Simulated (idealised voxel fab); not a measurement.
The name of this process module is voxel spacer lines.
180 nm wide, 5 nm square cells: that's cross-section cut.
In this document a cross-section is written as a grid of square cells. It is given as a series of bands, listed from the top down, and a band is one or more rows of cells. Heights first: top, then bottom, in nm. Then materials, left to right, each with a width in nm. "everywhere" on a single material: fills the band edge to edge. "air": empty space. The level at which height equals 0 is the one under which the wafer, as it arrives, is entirely one material. No lower edge exists for the bottom band, which continues downward and is notated as in "0..down". The notation "30->40" denotes a width that varies across the rows of cells in the band, beginning at the first number in the top row, finishing at the second number in the bottom row, and changing by an identical amount from each row to the next. For the purposes of this document, the phrase "stayed the same" attached to a step denotes that no cell within the cross-section was modified by that step. In "Catalogued sealed voids" the enclosed voids are listed, meaning empty spaces of 8 cells or larger without any opening to the top. The form is width x height at distance, distance from the left edge, units nm. after a step's settings: what the simulator itself notes on the step. "overlay nm", when on a step's line for a step with a mask, measures how far to the right of its planned place the mask lay; a negative measure means to the left.

Listed below are the process steps as planned
- 1: RECEIVE: material Si
- 2: CONFORMAL_DEP: material Al2O3, thk nm 5
- 3: DIRECTIONAL_DEP: material W, thk nm 10
- 4: DIRECTIONAL_DEP: material aC, thk nm 30
- 5: PATTERN: tone cover, mask id MANDREL, material resist, width nm 15, pitch nm 50, thk nm 35, overlay nm 0
- 6: DIRECTIONAL_ETCH: etch materials aC, depth nm 30
- 7: STRIP: etch materials resist
- 8: CONFORMAL_DEP: material SiO2, thk nm 10
- 9: DIRECTIONAL_ETCH: etch materials SiO2, depth nm 10
- 10: STRIP: etch materials aC
- 11: DIRECTIONAL_ETCH: etch materials W, depth nm 10
- 12: STRIP: etch materials SiO2
- 13: FILL_DEP: material lowk, thk nm 10
- 14: CMP: height nm 15

Incoming wafer, cross-sectional view, post step 1
  0..down | Si everywhere
  Catalogued sealed voids: none

Cross-section at module end, one run error; start and plan unchanged from above
  15..5 | 20 of lowk; 10 of W; 15 of lowk; 10 of W; 15 of lowk; 10 of W; 15 of lowk; 10 of W; 15 of lowk; 10 of W; 15 of lowk; 10 of W; 25 of lowk
  5..0 | W everywhere
  0..down | Si everywhere
  Catalogued sealed voids: none
Misprocessing identified: not per plan at step 2, really ran CONFORMAL_DEP: material W, thk nm 5
